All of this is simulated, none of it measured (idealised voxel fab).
The name of this process module is voxel capacitor over wiring.
Cross-section cut spans 160 nm and uses square cells 5 nm in size.
Cross-section = grid of square cells, listed top down in bands; band = one or more rows.
Basically the band line says how high the top is and how high the bottom is, in nm, and then what's in it from left to right, every material with its width in nm. Empty space shows up as "blank", and if a single material carries "edge to edge" it runs the full band edge to edge.
It should be noted that heights are counted from 0, beneath which the wafer as supplied is of one material throughout, and that the lowest band possesses no lower boundary but continues downward, as written in "top 0, no bottom".
Width spec "30->40" -> top row of cells at first value, bottom row at second value, equal per-row change in between.
"remained unchanged" after a step means that no cell of the cross-section changed.
Reported under the label "Cavities, sealed" are the empty spaces having no open way to the top and comprising 8 cells or more; the notation for each is width x height at distance, in which the distance is measured from the left edge and all three values are in nm.
That trailing text on a step's line, after the settings, is the simulator's own remark on the step.
"overlay nm" denotes, for a step that has a mask, the displacement of the mask to the right of its planned place, with negative values corresponding to the left.

Planned step list for the process
| 1 | RECEIVE with material Si |
| 2 | CONFORMAL_DEP with material SiO2, thk nm 10 |
| 3 | DIRECTIONAL_DEP with material TiN, thk nm 5 |
| 4 | DIRECTIONAL_DEP with material Ru, thk nm 15 |
| 5 | MASKED_ETCH with tone cover, mask id METAL_1, width nm 20, pitch nm 90, etch materials Ru, depth nm 15, overlay nm 0 |
| 6 | MASKED_ETCH with tone cover, mask id METAL_1, width nm 20, pitch nm 90, etch materials TiN, depth nm 5, overlay nm 0 |
| 7 | CONFORMAL_DEP with material SiN, thk nm 5 |
| 8 | FILL_DEP with material lowk, thk nm 5 |
| 9 | CMP with height nm 30 |
| 10 | CONFORMAL_DEP with material SiCN, thk nm 5 |
| 11 | DIRECTIONAL_DEP with material lowk, thk nm 20 |
| 12 | DIRECTIONAL_DEP with material aC, thk nm 10 |
| 13 | PATTERN with tone open, mask id PLUG_1, material resist, width nm 15, thk nm 25, overlay nm 0 |
| 14 | DIRECTIONAL_ETCH with etch materials aC, depth nm 10 |
| 15 | STRIP with etch materials resist |
| 16 | DIRECTIONAL_ETCH with etch materials lowk, depth nm 20 |
| 17 | DIRECTIONAL_ETCH with etch materials SiCN, depth nm 5 |
| 18 | STRIP with etch materials aC |
| 19 | EPI with material Ru, thk nm 10 |
| 20 | EPI with material Ru, thk nm 10 |
| 21 | EPI with material Ru, thk nm 5 |
| 22 | DIRECTIONAL_DEP with material TiN, thk nm 10 |
| 23 | DIRECTIONAL_DEP with material Al2O3, thk nm 5 |
| 24 | DIRECTIONAL_DEP with material TiN, thk nm 10 |
| 25 | MASKED_ETCH with tone cover, mask id UPPER_PLATE, width nm 75, etch materials TiN, depth nm 10, overlay nm 0 |
| 26 | MASKED_ETCH with tone cover, mask id UPPER_PLATE, width nm 75, etch materials Al2O3, depth nm 5, overlay nm 0 |
| 27 | DIRECTIONAL_DEP with material aC, thk nm 15 |
| 28 | PATTERN with tone cover, mask id LOWER_PLATE, material resist, width nm 85, thk nm 35, overlay nm 0 |
| 29 | DIRECTIONAL_ETCH with etch materials aC, depth nm 15 |
| 30 | STRIP with etch materials resist |
| 31 | DIRECTIONAL_ETCH with etch materials TiN, depth nm 10 |
| 32 | STRIP with etch materials aC |
| 33 | FILL_DEP with material SiO2, thk nm 20 |
| 34 | CMP with height nm 95 |
| 35 | PATTERN with tone open, mask id PLUG_2, material resist, width nm 15, thk nm 20, overlay nm 0 |
| 36 | DIRECTIONAL_ETCH with etch materials SiO2, depth nm 15 |
| 37 | STRIP with etch materials resist |
| 38 | CONFORMAL_DEP with material TiN, thk nm 5 |
| 39 | FILL_DEP with material Cu, thk nm 5 |
| 40 | CMP with height nm 95 |
| 41 | CONFORMAL_DEP with material SiCN, thk nm 5 |

Wafer at receipt (post step 1), cross-section
    top 0, no bottom = Si edge to edge
    Cavities, sealed: none

Here's the cross-section of the first of our two wafers at the end of the module - it ran as planned
    top 100, bottom 95 = SiCN edge to edge
    top 95, bottom 85 = SiO2: 40 / TiN: 5 / Cu: 5 / TiN: 5 / SiO2: 105
    top 85, bottom 80 = SiO2: 40 / TiN: 15 / SiO2: 105
    top 80, bottom 70 = SiO2: 30 / TiN: 75 / SiO2: 55
    top 70, bottom 65 = SiO2: 30 / Al2O3: 75 / SiO2: 55
    top 65, bottom 55 = SiO2: 25 / TiN: 85 / SiO2: 50
    top 55, bottom 35 = lowk: 30 / Ru: 15 / lowk: 115
    top 35, bottom 30 = SiCN: 30 / Ru: 15 / SiCN: 115
    top 30, bottom 15 = lowk: 20 / SiN: 5 / Ru: 20 / SiN: 5 / lowk: 60 / SiN: 5 / Ru: 20 / SiN: 5 / lowk: 20
    top 15, bottom 10 = SiN: 25 / TiN: 20 / SiN: 70 / TiN: 20 / SiN: 25
    top 10, bottom 0 = SiO2 edge to edge
    top 0, no bottom = Si edge to edge
    Cavities, sealed: none

So this is wafer number two of the two, cut at the end of the module - it started where the first did and had the same plan, we just got one thing wrong running it
    top 100, bottom 95 = SiCN edge to edge
    top 95, bottom 85 = SiO2: 40 / TiN: 5 / Cu: 5 / TiN: 5 / SiO2: 105
    top 85, bottom 80 = SiO2: 40 / TiN: 15 / SiO2: 105
    top 80, bottom 70 = SiO2: 30 / TiN: 75 / SiO2: 55
    top 70, bottom 65 = SiO2: 30 / Al2O3: 75 / SiO2: 55
    top 65, bottom 55 = SiO2: 30 / TiN: 85 / SiO2: 45
    top 55, bottom 35 = lowk: 30 / Ru: 15 / lowk: 115
    top 35, bottom 30 = SiCN: 30 / Ru: 15 / SiCN: 115
    top 30, bottom 15 = lowk: 20 / SiN: 5 / Ru: 20 / SiN: 5 / lowk: 60 / SiN: 5 / Ru: 20 / SiN: 5 / lowk: 20
    top 15, bottom 10 = SiN: 25 / TiN: 20 / SiN: 70 / TiN: 20 / SiN: 25
    top 10, bottom 0 = SiO2 edge to edge
    top 0, no bottom = Si edge to edge
    Cavities, sealed: none
Processing error: step 28 changed vs plan, executed as PATTERN with tone cover, mask id LOWER_PLATE, material resist, width nm 85, thk nm 35, overlay nm 5
The two final wafers agree on how many cells each material fills and disagree on which cells those are.
